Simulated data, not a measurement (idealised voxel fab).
The name of this process module is voxel capacitor over wiring.
Section shown: cut. Width: 170 nm. Cell size: 5 nm, square.
The cross-sections in this document take the form of a grid made of square cells. They are written out as bands, in order from top to bottom. Each band consists of one or more rows of cells. Per band: top height and bottom height in nm, followed by the left-to-right materials and their widths in nm; "full width" marks a single material spanning edge to edge, "empty" marks empty space. Heights are reckoned from 0. Under this level, the received wafer is all of one material. The bottommost band is open-ended downward, for example "0 -> down". You'd read "30 to 40" like this: the band's top row of cells is as wide as the first number, its bottom row is as wide as the second, and going down, every row changes width by the same amount as the row before did. The designation "nothing changed", where it is given for a processing step, indicates that no cell of the cross-section was altered in the course of that step. In the "Enclosed void entries" entry, you get each enclosed empty space of 8 cells or more, one with no open way to the top, written width x height at distance, distance from the left edge, in nm. Read whatever lies past the settings on a step's line as the simulator's own remark about the step. overlay nm: where the mask lay relative to plan, measured to the right, on steps with a mask; negatives go left.

## Process steps - plan
1) RECEIVE,material Si
2) CONFORMAL_DEP,material SiO2,thk nm 10
3) CONFORMAL_DEP,material SiCN,thk nm 5
4) DIRECTIONAL_DEP,material lowk,thk nm 25
5) MASKED_ETCH,tone open,mask id METAL_1,width nm 30,pitch nm 100,etch materials lowk,depth nm 25,overlay nm 0
6) MASKED_ETCH,tone open,mask id METAL_1,width nm 30,pitch nm 100,etch materials SiCN,depth nm 5,overlay nm 0
7) CONFORMAL_DEP,material TiN,thk nm 5
8) FILL_DEP,material Ru,thk nm 5
9) CMP,height nm 40
10) CONFORMAL_DEP,material SiCN,thk nm 5
11) DIRECTIONAL_DEP,material SiO2,thk nm 10
12) DIRECTIONAL_DEP,material aC,thk nm 10
13) PATTERN,tone open,mask id PLUG_1,material resist,width nm 15,thk nm 30,overlay nm 0
14) DIRECTIONAL_ETCH,etch materials aC,depth nm 10
15) STRIP,etch materials resist
16) DIRECTIONAL_ETCH,etch materials SiO2,depth nm 10
17) DIRECTIONAL_ETCH,etch materials SiCN,depth nm 5
18) STRIP,etch materials aC
19) EPI,material Ru,thk nm 10
20) EPI,material Ru,thk nm 5
21) DIRECTIONAL_DEP,material TiN,thk nm 5
22) DIRECTIONAL_DEP,material SiN,thk nm 5
23) DIRECTIONAL_DEP,material TiN,thk nm 5
24) DIRECTIONAL_DEP,material aC,thk nm 10
25) PATTERN,tone cover,mask id UPPER_PLATE,material resist,width nm 75,thk nm 30,overlay nm 0
26) DIRECTIONAL_ETCH,etch materials aC,depth nm 10
27) STRIP,etch materials resist
28) DIRECTIONAL_ETCH,etch materials TiN,depth nm 5
29) DIRECTIONAL_ETCH,etch materials SiN,depth nm 5
30) STRIP,etch materials aC
31) PATTERN,tone cover,mask id LOWER_PLATE,material resist,width nm 85,thk nm 20,overlay nm 0
32) DIRECTIONAL_ETCH,etch materials TiN,depth nm 5
33) STRIP,etch materials resist
34) FILL_DEP,material SiO2,thk nm 20
35) CMP,height nm 85
36) PATTERN,tone open,mask id PLUG_2,material resist,width nm 15,thk nm 15,overlay nm 0
37) DIRECTIONAL_ETCH,etch materials SiO2,depth nm 15
38) STRIP,etch materials resist
39) CONFORMAL_DEP,material TiN,thk nm 5
40) FILL_DEP,material W,thk nm 10
41) CMP,height nm 85
42) CONFORMAL_DEP,material SiN,thk nm 5

## First of two wafers, processed according to plan

## Wafer as received: cross-section following step 1
	0 -> down: Si full width
	Enclosed void entries: none

## After step 2: wafer cross-section
	10 -> 0: SiO2 full width
	Lower than 0, everything is as it was.

## After step 3: wafer cross-section
	15 -> 10: SiCN full width
	Lower than 10, everything is as it was.

## After step 4: wafer cross-section
	40 -> 15: lowk full width
	Lower than 15, everything is as it was.

## After step 5: wafer cross-section
	40 -> 15: lowk (20) | empty (30) | lowk (70) | empty (30) | lowk (20)
	Lower than 15, everything is as it was.

## After step 6: wafer cross-section
	40 -> 15: lowk (20) | empty (30) | lowk (70) | empty (30) | lowk (20)
	15 -> 10: SiCN (20) | empty (30) | SiCN (70) | empty (30) | SiCN (20)
	Lower than 10, everything is as it was.

## After step 7: wafer cross-section
	45 -> 40: TiN (25) | empty (20) | TiN (80) | empty (20) | TiN (25)
	40 -> 15: lowk (20) | TiN (5) | empty (20) | TiN (5) | lowk (70) | TiN (5) | empty (20) | TiN (5) | lowk (20)
	15 -> 10: SiCN (20) | TiN (30) | SiCN (70) | TiN (30) | SiCN (20)
	Lower than 10, everything is as it was.

## After step 8: wafer cross-section
	50 -> 45: Ru full width
	45 -> 40: TiN (25) | Ru (20) | TiN (80) | Ru (20) | TiN (25)
	40 -> 15: lowk (20) | TiN (5) | Ru (20) | TiN (5) | lowk (70) | TiN (5) | Ru (20) | TiN (5) | lowk (20)
	Lower than 15, everything is as it was.

## After step 9: wafer cross-section
	40 -> 15: lowk (20) | TiN (5) | Ru (20) | TiN (5) | lowk (70) | TiN (5) | Ru (20) | TiN (5) | lowk (20)
	Lower than 15, everything is as it was.

## After step 10: wafer cross-section
	45 -> 40: SiCN full width
	Lower than 40, everything is as it was.

## After step 11: wafer cross-section
	55 -> 45: SiO2 full width
	Lower than 45, everything is as it was.

## After step 12: wafer cross-section
	65 -> 55: aC full width
	Lower than 55, everything is as it was.

## After step 13: wafer cross-section
	95 -> 65: resist (35) | empty (15) | resist (120)
	Lower than 65, everything is as it was.

## After step 14: wafer cross-section
	85 -> 65: resist (35) | empty (15) | resist (120)
	65 -> 55: aC (35) | empty (15) | aC (120)
	Lower than 55, everything is as it was.

## After step 15: wafer cross-section
	65 -> 55: aC (35) | empty (15) | aC (120)
	Lower than 55, everything is as it was.

## After step 16: wafer cross-section
	65 -> 55: aC (35) | empty (15) | aC (120)
	55 -> 45: SiO2 (35) | empty (15) | SiO2 (120)
	Lower than 45, everything is as it was.

## After step 17: wafer cross-section
	65 -> 55: aC (35) | empty (15) | aC (120)
	55 -> 45: SiO2 (35) | empty (15) | SiO2 (120)
	45 -> 40: SiCN (35) | empty (15) | SiCN (120)
	Lower than 40, everything is as it was.

## After step 18: wafer cross-section
	55 -> 45: SiO2 (35) | empty (15) | SiO2 (120)
	Lower than 45, everything is as it was.

## After step 19: wafer cross-section
	55 -> 50: SiO2 (35) | empty (15) | SiO2 (120)
	50 -> 45: SiO2 (35) | Ru (15) | SiO2 (120)
	45 -> 40: SiCN (35) | Ru (15) | SiCN (120)
	Lower than 40, everything is as it was.

## After step 20: wafer cross-section
	55 -> 45: SiO2 (35) | Ru (15) | SiO2 (120)
	Lower than 45, everything is as it was.

## After step 21: wafer cross-section
	60 -> 55: TiN full width
	Lower than 55, everything is as it was.

## After step 22: wafer cross-section
	65 -> 60: SiN full width
	Lower than 60, everything is as it was.

## After step 23: wafer cross-section
	70 -> 65: TiN full width
	Lower than 65, everything is as it was.

## After step 24: wafer cross-section
	80 -> 70: aC full width
	Lower than 70, everything is as it was.

## After step 25: wafer cross-section
	110 -> 80: empty (35) | resist (75) | empty (60)
	Lower than 80, everything is as it was.

## After step 26: wafer cross-section
	100 -> 80: empty (35) | resist (75) | empty (60)
	80 -> 70: empty (35) | aC (75) | empty (60)
	Lower than 70, everything is as it was.

## After step 27: wafer cross-section
	80 -> 70: empty (35) | aC (75) | empty (60)
	Lower than 70, everything is as it was.

## After step 28: wafer cross-section
	80 -> 70: empty (35) | aC (75) | empty (60)
	70 -> 65: empty (35) | TiN (75) | empty (60)
	Lower than 65, everything is as it was.

## After step 29: wafer cross-section
	80 -> 70: empty (35) | aC (75) | empty (60)
	70 -> 65: empty (35) | TiN (75) | empty (60)
	65 -> 60: empty (35) | SiN (75) | empty (60)
	Lower than 60, everything is as it was.

## After step 30: wafer cross-section
	70 -> 65: empty (35) | TiN (75) | empty (60)
	Lower than 65, everything is as it was.

## After step 31: wafer cross-section
	90 -> 70: empty (30) | resist (85) | empty (55)
	70 -> 65: empty (30) | resist (5) | TiN (75) | resist (5) | empty (55)
	65 -> 60: empty (30) | resist (5) | SiN (75) | resist (5) | empty (55)
	Lower than 60, everything is as it was.

## After step 32: wafer cross-section
	90 -> 70: empty (30) | resist (85) | empty (55)
	70 -> 65: empty (30) | resist (5) | TiN (75) | resist (5) | empty (55)
	65 -> 60: empty (30) | resist (5) | SiN (75) | resist (5) | empty (55)
	60 -> 55: empty (30) | TiN (85) | empty (55)
	Lower than 55, everything is as it was.

## After step 33: wafer cross-section
	70 -> 65: empty (35) | TiN (75) | empty (60)
	65 -> 60: empty (35) | SiN (75) | empty (60)
	Lower than 60, everything is as it was.

## After step 34: wafer cross-section
	90 -> 70: SiO2 full width
	70 -> 65: SiO2 (35) | TiN (75) | SiO2 (60)
	65 -> 60: SiO2 (35) | SiN (75) | SiO2 (60)
	60 -> 55: SiO2 (30) | TiN (85) | SiO2 (55)
	Lower than 55, everything is as it was.

## After step 35: wafer cross-section
	85 -> 70: SiO2 full width
	Lower than 70, everything is as it was.

## After step 36: wafer cross-section
	100 -> 85: resist (45) | empty (15) | resist (110)
	Lower than 85, everything is as it was.

## After step 37: wafer cross-section
	100 -> 85: resist (45) | empty (15) | resist (110)
	85 -> 70: SiO2 (45) | empty (15) | SiO2 (110)
	Lower than 70, everything is as it was.

## After step 38: wafer cross-section
	85 -> 70: SiO2 (45) | empty (15) | SiO2 (110)
	Lower than 70, everything is as it was.

## After step 39: wafer cross-section
	90 -> 85: TiN (50) | empty (5) | TiN (115)
	85 -> 75: SiO2 (45) | TiN (5) | empty (5) | TiN (5) | SiO2 (110)
	75 -> 65: SiO2 (45 to 35) | TiN (15 to 75) | SiO2 (110 to 60)
	Lower than 65, everything is as it was.

## After step 40: wafer cross-section
	100 -> 90: W full width
	90 -> 85: TiN (50) | W (5) | TiN (115)
	85 -> 75: SiO2 (45) | TiN (5) | W (5) | TiN (5) | SiO2 (110)
	Lower than 75, everything is as it was.

## After step 41: wafer cross-section
	85 -> 75: SiO2 (45) | TiN (5) | W (5) | TiN (5) | SiO2 (110)
	Lower than 75, everything is as it was.

## After step 42: wafer cross-section
	90 -> 85: SiN full width
	Lower than 85, everything is as it was.

## Now the other wafer: same start, same recipe, but we messed up one thing when running it. Up to and including step 35 it's the same as the first one

## Cross-section, second wafer, at the end time the plan gives for step 36
	100 -> 85: resist (50) | empty (15) | resist (105)
	Lower than 85, everything is as it was.

## Cross-section, second wafer, at the end time the plan gives for step 37
	100 -> 85: resist (50) | empty (15) | resist (105)
	85 -> 70: SiO2 (50) | empty (15) | SiO2 (105)
	Lower than 70, everything is as it was.

## Cross-section, second wafer, at the end time the plan gives for step 38
	85 -> 70: SiO2 (50) | empty (15) | SiO2 (105)
	Lower than 70, everything is as it was.

## Cross-section, second wafer, at the end time the plan gives for step 39
	90 -> 85: TiN (55) | empty (5) | TiN (110)
	85 -> 75: SiO2 (50) | TiN (5) | empty (5) | TiN (5) | SiO2 (105)
	75 -> 65: SiO2 (50 to 35) | TiN (15 to 75) | SiO2 (105 to 60)
	Lower than 65, everything is as it was.

## Cross-section, second wafer, at the end time the plan gives for step 40
	100 -> 90: W full width
	90 -> 85: TiN (55) | W (5) | TiN (110)
	85 -> 75: SiO2 (50) | TiN (5) | W (5) | TiN (5) | SiO2 (105)
	Lower than 75, everything is as it was.

## Cross-section, second wafer, at the end time the plan gives for step 41
	85 -> 75: SiO2 (50) | TiN (5) | W (5) | TiN (5) | SiO2 (105)
	Lower than 75, everything is as it was.

## Cross-section, second wafer, at the end time the plan gives for step 42
	90 -> 85: SiN full width
	Lower than 85, everything is as it was.
Nonconformance to the process plan: rather than as planned, step 36 actually ran as PATTERN,tone open,mask id PLUG_2,material resist,width nm 15,thk nm 15,overlay nm 5
When the process is done, the second wafer contains the same cell count of every material as the first wafer, but distributed over other locations.
